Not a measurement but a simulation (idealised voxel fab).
This section sets out a process module, namely voxel wiring stack.
Cross-sectional view cut (width: 260 nm; square cell size: 5 nm).
The cross-sections in this document take the form of a grid made of square cells. They are written out as bands, in order from top to bottom. Each band consists of one or more rows of cells.
First you get the band's top height and its bottom height, in nm, and then the materials it's made of, left to right, with each width in nm. If you see a single material with "edge to edge", that one covers the band edge to edge. "blank" is empty space.
Measure heights from 0. That's the level where, below it, the as-received wafer is all one material. The lowest band is bottomless and extends downward; write it as in "0..down".
A width given as "30->40" starts at the first number in the band's top row and ends at the second number in its bottom row, shifting by an equal amount at every step from row to row.
Take "changes: none" at face value: in the step it is given for, the cross-section changed in none of its cells.
The entry "Enclosed void listing" lists the empty spaces that cover at least 8 cells and have no open path to the top. Each is written as width x height at distance, where the distance is measured from the left edge and all three values are in nm.
Note: text after step settings on the step line = simulator remark on that step.
When a step includes a mask, the "overlay nm" setting on its line states how far to the right of its planned place that mask lay, and negative values state how far to the left.

Steps in the process plan:
1,RECEIVE | material Si
2,CONFORMAL_DEP | material SiO2 | thk nm 10
3,DIRECTIONAL_DEP | material TiN | thk nm 5
4,DIRECTIONAL_DEP | material Ru | thk nm 20
5,PATTERN | tone cover | mask id METAL_1 | material resist | width nm 30 | pitch nm 50 | thk nm 20 | overlay nm 0
6,DIRECTIONAL_ETCH | etch materials Ru | depth nm 20
7,DIRECTIONAL_ETCH | etch materials TiN | depth nm 5
8,STRIP | etch materials resist
9,FILL_DEP | material SiO2 | thk nm 5
10,CMP | height nm 35
11,CONFORMAL_DEP | material SiCN | thk nm 5
12,DIRECTIONAL_DEP | material SiO2 | thk nm 10
13,DIRECTIONAL_DEP | material aC | thk nm 10
14,PATTERN | tone open | mask id PLUG_1 | material resist | width nm 15 | pitch nm 50 | thk nm 25 | overlay nm 0
15,DIRECTIONAL_ETCH | etch materials aC | depth nm 10
16,STRIP | etch materials resist
17,DIRECTIONAL_ETCH | etch materials SiO2 | depth nm 10
18,DIRECTIONAL_ETCH | etch materials SiCN | depth nm 5
19,STRIP | etch materials aC
20,EPI | material Ru | thk nm 10
21,EPI | material Ru | thk nm 5
22,DIRECTIONAL_DEP | material TiN | thk nm 5
23,DIRECTIONAL_DEP | material Ru | thk nm 25
24,DIRECTIONAL_DEP | material aC | thk nm 10
25,PATTERN | tone cover | mask id METAL_2 | material resist | width nm 30 | pitch nm 50 | thk nm 30 | overlay nm 0
26,DIRECTIONAL_ETCH | etch materials aC | depth nm 10
27,STRIP | etch materials resist
28,DIRECTIONAL_ETCH | etch materials Ru | depth nm 25
29,DIRECTIONAL_ETCH | etch materials TiN | depth nm 5
30,STRIP | etch materials aC
31,FILL_DEP | material SiO2 | thk nm 10
32,CMP | height nm 80
33,CONFORMAL_DEP | material SiCN | thk nm 5
34,DIRECTIONAL_DEP | material lowk | thk nm 25
35,DIRECTIONAL_DEP | material aC | thk nm 15
36,PATTERN | tone open | mask id METAL_3_HOLES | material resist | width nm 15 | pitch nm 50 | thk nm 35 | overlay nm 0
37,DIRECTIONAL_ETCH | etch materials aC | depth nm 15
38,STRIP | etch materials resist
39,DIRECTIONAL_ETCH | etch materials lowk | depth nm 25
40,STRIP | etch materials aC
41,DIRECTIONAL_DEP | material aC | thk nm 10
42,PATTERN | tone open | mask id METAL_3 | material resist | width nm 30 | pitch nm 50 | thk nm 25 | overlay nm 0
43,DIRECTIONAL_ETCH | etch materials aC | depth nm 10
44,STRIP | etch materials resist
45,DIRECTIONAL_ETCH | etch materials lowk | depth nm 15
46,DIRECTIONAL_ETCH | etch materials SiCN | depth nm 5
47,STRIP | etch materials aC
48,CONFORMAL_DEP | material TiN | thk nm 5
49,FILL_DEP | material Cu | thk nm 5
50,CMP | height nm 110
51,CONFORMAL_DEP | material SiCN | thk nm 5
52,DIRECTIONAL_DEP | material SiO2 | thk nm 15
53,DIRECTIONAL_DEP | material aC | thk nm 10
54,PATTERN | tone open | mask id PLUG_3 | material resist | width nm 15 | pitch nm 50 | thk nm 25 | overlay nm 0
55,DIRECTIONAL_ETCH | etch materials aC | depth nm 10
56,STRIP | etch materials resist
57,DIRECTIONAL_ETCH | etch materials SiO2 | depth nm 15
58,DIRECTIONAL_ETCH | etch materials SiCN | depth nm 5
59,STRIP | etch materials aC
60,EPI | material Ru | thk nm 10
61,EPI | material Ru | thk nm 10
62,DIRECTIONAL_DEP | material TiN | thk nm 5
63,DIRECTIONAL_DEP | material Ru | thk nm 20
64,MASKED_ETCH | tone cover | mask id METAL_4 | width nm 30 | pitch nm 50 | etch materials Ru | depth nm 20 | overlay nm 0
65,MASKED_ETCH | tone cover | mask id METAL_4 | width nm 30 | pitch nm 50 | etch materials TiN | depth nm 5 | overlay nm 0
66,FILL_DEP | material SiO2 | thk nm 5
67,CMP | height nm 155
68,CONFORMAL_DEP | material SiCN | thk nm 5

As-received state of the wafer in cross-section, equivalent to post-step 1:
* 0..down  Si edge to edge
* Enclosed void listing: none

Cross-section: first of two wafers, module finished, run according to plan:
* 160..155  SiCN edge to edge
* 155..135  40 nm SiO2  30 nm Ru  20 nm SiO2  30 nm Ru  20 nm SiO2  30 nm Ru  20 nm SiO2  30 nm Ru  40 nm SiO2
* 135..130  40 nm SiO2  30 nm TiN  20 nm SiO2  30 nm TiN  20 nm SiO2  30 nm TiN  20 nm SiO2  30 nm TiN  40 nm SiO2
* 130..115  40 nm SiO2  15 nm Ru  35 nm SiO2  15 nm Ru  35 nm SiO2  15 nm Ru  35 nm SiO2  15 nm Ru  55 nm SiO2
* 115..110  40 nm SiCN  15 nm Ru  35 nm SiCN  15 nm Ru  35 nm SiCN  15 nm Ru  35 nm SiCN  15 nm Ru  55 nm SiCN
* 110..100  40 nm lowk  5 nm TiN  20 nm Cu  5 nm TiN  20 nm lowk  5 nm TiN  20 nm Cu  5 nm TiN  20 nm lowk  5 nm TiN  20 nm Cu  5 nm TiN  20 nm lowk  5 nm TiN  20 nm Cu  5 nm TiN  40 nm lowk
* 100..95  40 nm lowk  5 nm TiN  5 nm Cu  20 nm TiN  20 nm lowk  5 nm TiN  5 nm Cu  20 nm TiN  20 nm lowk  5 nm TiN  5 nm Cu  20 nm TiN  20 nm lowk  5 nm TiN  5 nm Cu  20 nm TiN  40 nm lowk
* 95..85  40 nm lowk  5 nm TiN  5 nm Cu  5 nm TiN  35 nm lowk  5 nm TiN  5 nm Cu  5 nm TiN  35 nm lowk  5 nm TiN  5 nm Cu  5 nm TiN  35 nm lowk  5 nm TiN  5 nm Cu  5 nm TiN  55 nm lowk
* 85..80  40 nm SiCN  15 nm TiN  35 nm SiCN  15 nm TiN  35 nm SiCN  15 nm TiN  35 nm SiCN  15 nm TiN  55 nm SiCN
* 80..55  40 nm SiO2  30 nm Ru  20 nm SiO2  30 nm Ru  20 nm SiO2  30 nm Ru  20 nm SiO2  30 nm Ru  40 nm SiO2
* 55..50  40 nm SiO2  30 nm TiN  20 nm SiO2  30 nm TiN  20 nm SiO2  30 nm TiN  20 nm SiO2  30 nm TiN  40 nm SiO2
* 50..40  40 nm SiO2  15 nm Ru  35 nm SiO2  15 nm Ru  35 nm SiO2  15 nm Ru  35 nm SiO2  15 nm Ru  55 nm SiO2
* 40..35  40 nm SiCN  15 nm Ru  35 nm SiCN  15 nm Ru  35 nm SiCN  15 nm Ru  35 nm SiCN  15 nm Ru  55 nm SiCN
* 35..15  40 nm SiO2  30 nm Ru  20 nm SiO2  30 nm Ru  20 nm SiO2  30 nm Ru  20 nm SiO2  30 nm Ru  40 nm SiO2
* 15..10  40 nm SiO2  30 nm TiN  20 nm SiO2  30 nm TiN  20 nm SiO2  30 nm TiN  20 nm SiO2  30 nm TiN  40 nm SiO2
* 10..0  SiO2 edge to edge
* 0..down  Si edge to edge
* Enclosed void listing: none

Here is the second of the two wafers cut open at the end of the module - same start, same plan as the first one, but we made one mistake running it:
* 160..155  SiCN edge to edge
* 155..145  55 nm SiO2  15 nm Ru  35 nm SiO2  15 nm Ru  35 nm SiO2  15 nm Ru  35 nm SiO2  15 nm Ru  40 nm SiO2
* 145..140  40 nm SiO2  15 nm Ru  15 nm TiN  20 nm SiO2  15 nm Ru  15 nm TiN  20 nm SiO2  15 nm Ru  15 nm TiN  20 nm SiO2  15 nm Ru  15 nm TiN  40 nm SiO2
* 140..125  40 nm SiO2  15 nm Ru  35 nm SiO2  15 nm Ru  35 nm SiO2  15 nm Ru  35 nm SiO2  15 nm Ru  55 nm SiO2
* 125..120  40 nm SiCN  15 nm TiN  35 nm SiCN  15 nm TiN  35 nm SiCN  15 nm TiN  35 nm SiCN  15 nm TiN  55 nm SiCN
* 120..110  SiCN edge to edge
* 110..100  40 nm lowk  5 nm TiN  20 nm Cu  5 nm TiN  20 nm lowk  5 nm TiN  20 nm Cu  5 nm TiN  20 nm lowk  5 nm TiN  20 nm Cu  5 nm TiN  20 nm lowk  5 nm TiN  20 nm Cu  5 nm TiN  40 nm lowk
* 100..95  40 nm lowk  5 nm TiN  5 nm Cu  20 nm TiN  20 nm lowk  5 nm TiN  5 nm Cu  20 nm TiN  20 nm lowk  5 nm TiN  5 nm Cu  20 nm TiN  20 nm lowk  5 nm TiN  5 nm Cu  20 nm TiN  40 nm lowk
* 95..85  40 nm lowk  5 nm TiN  5 nm Cu  5 nm TiN  35 nm lowk  5 nm TiN  5 nm Cu  5 nm TiN  35 nm lowk  5 nm TiN  5 nm Cu  5 nm TiN  35 nm lowk  5 nm TiN  5 nm Cu  5 nm TiN  55 nm lowk
* 85..80  40 nm SiCN  15 nm TiN  35 nm SiCN  15 nm TiN  35 nm SiCN  15 nm TiN  35 nm SiCN  15 nm TiN  55 nm SiCN
* 80..55  40 nm SiO2  30 nm Ru  20 nm SiO2  30 nm Ru  20 nm SiO2  30 nm Ru  20 nm SiO2  30 nm Ru  40 nm SiO2
* 55..50  40 nm SiO2  30 nm TiN  20 nm SiO2  30 nm TiN  20 nm SiO2  30 nm TiN  20 nm SiO2  30 nm TiN  40 nm SiO2
* 50..40  40 nm SiO2  15 nm Ru  35 nm SiO2  15 nm Ru  35 nm SiO2  15 nm Ru  35 nm SiO2  15 nm Ru  55 nm SiO2
* 40..35  40 nm SiCN  15 nm Ru  35 nm SiCN  15 nm Ru  35 nm SiCN  15 nm Ru  35 nm SiCN  15 nm Ru  55 nm SiCN
* 35..15  40 nm SiO2  30 nm Ru  20 nm SiO2  30 nm Ru  20 nm SiO2  30 nm Ru  20 nm SiO2  30 nm Ru  40 nm SiO2
* 15..10  40 nm SiO2  30 nm TiN  20 nm SiO2  30 nm TiN  20 nm SiO2  30 nm TiN  20 nm SiO2  30 nm TiN  40 nm SiO2
* 10..0  SiO2 edge to edge
* 0..down  Si edge to edge
* Enclosed void listing: none
Run error: step 51 deviated from plan and actually ran as CONFORMAL_DEP | material SiCN | thk nm 15
End check, counted in cells, second wafer has more or fewer of these materials than the first: 72 fewer of Ru | 104 more of SiCN | 32 fewer of SiO2
